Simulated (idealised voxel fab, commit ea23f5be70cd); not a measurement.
Name of the process module below: voxel transistor to metal
The cross-section on display is named cut; it measures 185 nm wide, and its cells are 5 nm squares.
Think of the cross-section as a grid of square cells. We describe it in bands, top to bottom, and each band covers one or more rows of those cells.
What a band's entry tells you: where the top is and where the bottom is, as heights in nm, and after that what lies inside, material by material from left to right, each with its width in nm. Empty space is written as the word "blank", and a single material marked with the word "everywhere" occupies the band from edge to edge.
We count height from 0. Below that, the starting wafer is all one material. The lowest band never ends at the bottom but goes on down; see "from 0 down" for how that is written.
Width spec "30->40" -> top row of cells at first value, bottom row at second value, equal per-row change in between.
"nothing different" for a step: no cell of the cross-section changed in that step.
In "Voids, fully enclosed" the enclosed voids are listed, meaning empty spaces of 8 cells or larger without any opening to the top. The form is width x height at distance, distance from the left edge, units nm.
Whatever follows a step's settings on its line is a remark the simulator itself makes about that step.
overlay nm: mask right of planned place by this much (step with mask). Neg. = left.
## Process steps (planned)
- 1: RECEIVE: material Si
- 2: OXIDIZE: depth nm 5
- 3: CONFORMAL_DEP: material SiN, thk nm 10
- 4: DIRECTIONAL_DEP: material aC, thk nm 10
- 5: PATTERN: tone cover, mask id ACTIVE, material resist, width nm 120, thk nm 25, overlay nm 0
- 6: DIRECTIONAL_ETCH: etch materials aC, depth nm 10
- 7: STRIP: etch materials resist
- 8: DIRECTIONAL_ETCH: etch materials SiN, depth nm 10
- 9: DIRECTIONAL_ETCH: etch materials SiO2, depth nm 5
- 10: DIRECTIONAL_ETCH: etch materials Si, depth nm 20
- 11: STRIP: etch materials aC
- 12: OXIDIZE: depth nm 5
- 13: FILL_DEP: material SiO2, thk nm 5
- 14: CMP: height nm 10
- 15: SELECTIVE_ETCH: etch materials SiO2, depth nm 5
- 16: STRIP: etch materials SiN
- 17: SELECTIVE_ETCH: etch materials SiO2, depth nm 5
- 18: OXIDIZE: depth nm 5
- 19: DIRECTIONAL_DEP: material polySi, thk nm 25
- 20: DIRECTIONAL_DEP: material SiCN, thk nm 10
- 21: PATTERN: tone cover, mask id GATE, material resist, width nm 20, thk nm 15, overlay nm 0
- 22: DIRECTIONAL_ETCH: etch materials SiCN, depth nm 20
- 23: DIRECTIONAL_ETCH: etch materials polySi, depth nm 35
- 24: STRIP: etch materials resist
- 25: CONFORMAL_DEP: material SiO2, thk nm 5
- 26: DIRECTIONAL_ETCH: etch materials SiO2, depth nm 5
- 27: CONFORMAL_DEP: material SiN, thk nm 5
- 28: DIRECTIONAL_ETCH: etch materials SiN, depth nm 5
- 29: DIRECTIONAL_ETCH: etch materials SiO2, depth nm 5
- 30: DIRECTIONAL_ETCH: etch materials Si, depth nm 5
- 31: EPI: material SiGe, thk nm 5
- 32: FILL_DEP: material SiO2, thk nm 5
- 33: CMP: height nm 20
- 34: STRIP: etch materials polySi
- 35: SELECTIVE_ETCH: etch materials SiO2, depth nm 5
- 36: CONFORMAL_DEP: material HfO2, thk nm 5
- 37: CONFORMAL_DEP: material TiN, thk nm 5
- 38: FILL_DEP: material W, thk nm 5
- 39: CMP: height nm 15
- 40: DIRECTIONAL_DEP: material SiO2, thk nm 15
- 41: PATTERN: tone open, mask id CONTACT, material resist, width nm 15, pitch nm 85, thk nm 15, overlay nm 0
- 42: DIRECTIONAL_ETCH: etch materials SiO2, depth nm 40
- 43: STRIP: etch materials resist
- 44: CONFORMAL_DEP: material TiN, thk nm 5
- 45: FILL_DEP: material Ru, thk nm 10
- 46: CMP: height nm 30
- 47: CONFORMAL_DEP: material SiN, thk nm 5
- 48: DIRECTIONAL_DEP: material SiO2, thk nm 25
- 49: PATTERN: tone open, mask id METAL_1, material resist, width nm 15, pitch nm 85, thk nm 20, overlay nm 0
- 50: DIRECTIONAL_ETCH: etch materials SiO2, depth nm 25
- 51: DIRECTIONAL_ETCH: etch materials SiN, depth nm 5
- 52: STRIP: etch materials resist
- 53: CONFORMAL_DEP: material TiN, thk nm 5
- 54: FILL_DEP: material Cu, thk nm 10
- 55: CMP: height nm 60
- 56: CONFORMAL_DEP: material SiCN, thk nm 5
For clarity, it should be stated that the wafers under discussion commence in an identical condition and differ with respect to the width nm of step 21, the plan indicating the value that the first wafer had.
## Cross-section, first of several wafers, as delivered after step 1
* from 0 down  Si everywhere
* Voids, fully enclosed: none
## Here is how to read the rows: every wafer has a row, and it shows the wafer at the end of the module, giving for each material how many cells were gained (+) or lost (-) since the wafer was received, then listing its closed voids
width nm 20, +10 Cu, +14 HfO2, +14 Ru, -148 Si, +37 SiCN, +16 SiGe, +41 SiN, +421 SiO2, +70 TiN, +6 W, Voids, fully enclosed: none
width nm 25, +10 Cu, +15 HfO2, +14 Ru, -147 Si, +37 SiCN, +15 SiGe, +41 SiN, +416 SiO2, +71 TiN, +9 W, Voids, fully enclosed: none
width nm 30, +10 Cu, +16 HfO2, +14 Ru, -146 Si, +37 SiCN, +14 SiGe, +41 SiN, +411 SiO2, +72 TiN, +12 W, Voids, fully enclosed: none
width nm 35, +10 Cu, +17 HfO2, +14 Ru, -145 Si, +37 SiCN, +13 SiGe, +41 SiN, +406 SiO2, +73 TiN, +15 W, Voids, fully enclosed: none
width nm 40, +10 Cu, +18 HfO2, +14 Ru, -144 Si, +37 SiCN, +12 SiGe, +41 SiN, +401 SiO2, +74 TiN, +18 W, Voids, fully enclosed: none
width nm 45, +10 Cu, +19 HfO2, +13 Ru, -143 Si, +37 SiCN, +11 SiGe, +41 SiN, +397 SiO2, +75 TiN, +21 W, Voids, fully enclosed: none
